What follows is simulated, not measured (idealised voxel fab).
Process module name: voxel wiring stack
For reference, the cross-section in this document is cut, with width 195 nm and square cells of 5 nm.
Cross-section, as written here: a square-cell grid given band by band from the top down, where a band holds one or more rows of cells. Top, bottom (nm), then materials left to right with widths (nm); lone material tagged "throughout" fills the whole band edge to edge; "empty" = empty space. Zero point of the height axis is 0; under it, received wafer = one material. Lowest band: continues down indefinitely, "0..down". Top row gets the first number, bottom row gets the second, and each row in between changes by the same step: that is how a band width like "30..40" works. Where a step carries "nothing was modified", the cross-section came out of it unchanged, cell for cell. The entry titled "Entrapped voids" provides the empty spaces that have no open way to the top, restricted to those of 8 cells or more. Each is presented as width x height at distance, the distance being measured from the left edge, with all three in nm. Past the settings on a step's line: simulator remark, on that step. When a step includes a mask, the "overlay nm" setting on its line states how far to the right of its planned place that mask lay, and negative values state how far to the left.

Set out below are the planned steps of the process:
1,RECEIVE with material Si
2,CONFORMAL_DEP with material SiO2, thk nm 15
3,DIRECTIONAL_DEP with material TiN, thk nm 5
4,DIRECTIONAL_DEP with material W, thk nm 20
5,MASKED_ETCH with tone cover, mask id METAL_1, width nm 25, pitch nm 55, etch materials W, depth nm 20, overlay nm 0
6,MASKED_ETCH with tone cover, mask id METAL_1, width nm 25, pitch nm 55, etch materials TiN, depth nm 5, overlay nm 0
7,CONFORMAL_DEP with material SiN, thk nm 5
8,FILL_DEP with material lowk, thk nm 5
9,CMP with height nm 40
10,CONFORMAL_DEP with material SiCN, thk nm 5
11,DIRECTIONAL_DEP with material SiO2, thk nm 15
12,DIRECTIONAL_DEP with material aC, thk nm 10
13,PATTERN with tone open, mask id PLUG_1, material resist, width nm 15, thk nm 25, overlay nm 0
14,DIRECTIONAL_ETCH with etch materials aC, depth nm 10
15,STRIP with etch materials resist
16,DIRECTIONAL_ETCH with etch materials SiO2, depth nm 15
17,DIRECTIONAL_ETCH with etch materials SiCN, depth nm 5
18,STRIP with etch materials aC
19,EPI with material Ru, thk nm 10
20,EPI with material Ru, thk nm 10
21,CONFORMAL_DEP with material SiN, thk nm 5
22,DIRECTIONAL_DEP with material SiO2, thk nm 25
23,PATTERN with tone open, mask id METAL_2, material resist, width nm 25, pitch nm 55, thk nm 15, overlay nm 0
24,DIRECTIONAL_ETCH with etch materials SiO2, depth nm 25
25,DIRECTIONAL_ETCH with etch materials SiN, depth nm 5
26,STRIP with etch materials resist
27,CONFORMAL_DEP with material TiN, thk nm 5
28,FILL_DEP with material W, thk nm 10
29,CMP with height nm 90
30,CONFORMAL_DEP with material SiN, thk nm 5

Cross-section of the wafer as it came to us, i.e., already through step 1:
    0..down = Si throughout
    Entrapped voids: none

Run as planned - first of the two wafers cross-sectioned at the end of the module:
    95..90 = SiN throughout
    90..65 = SiO2 (55); TiN (5); W (15); TiN (5); SiO2 (30); TiN (5); W (15); TiN (5); SiO2 (60)
    65..60 = SiN (55); TiN (25); SiN (30); TiN (25); SiN (60)
    60..45 = SiO2 (55); Ru (15); SiO2 (125)
    45..40 = SiCN (55); Ru (15); SiCN (125)
    40..20 = lowk (50); SiN (5); W (25); SiN (5); lowk (20); SiN (5); W (25); SiN (5); lowk (55)
    20..15 = SiN (55); TiN (25); SiN (30); TiN (25); SiN (60)
    15..0 = SiO2 throughout
    0..down = Si throughout
    Entrapped voids: none

Cross-section at end of module for the second wafer of two, which matched the first in starting point and plan and differed by one mistake in its processing:
    95..90 = SiN throughout
    90..65 = SiO2 (55); TiN (5); W (15); TiN (5); SiO2 (30); TiN (5); W (15); TiN (5); SiO2 (60)
    65..60 = SiN (55); TiN (25); SiN (30); TiN (25); SiN (60)
    60..45 = SiO2 (55); Ru (20); SiO2 (120)
    45..40 = SiCN (55); Ru (20); SiCN (120)
    40..20 = lowk (50); SiN (5); W (25); SiN (5); lowk (20); SiN (5); W (25); SiN (5); lowk (55)
    20..15 = SiN (55); TiN (25); SiN (30); TiN (25); SiN (60)
    15..0 = SiO2 throughout
    0..down = Si throughout
    Entrapped voids: none
Run error: step 13: run off-plan, actual operation and settings PATTERN with tone open, mask id PLUG_1, material resist, width nm 20, thk nm 25, overlay nm 0
End check, counted in cells, second wafer has more or fewer of these materials than the first: Ru +4, SiCN -1, SiO2 -3
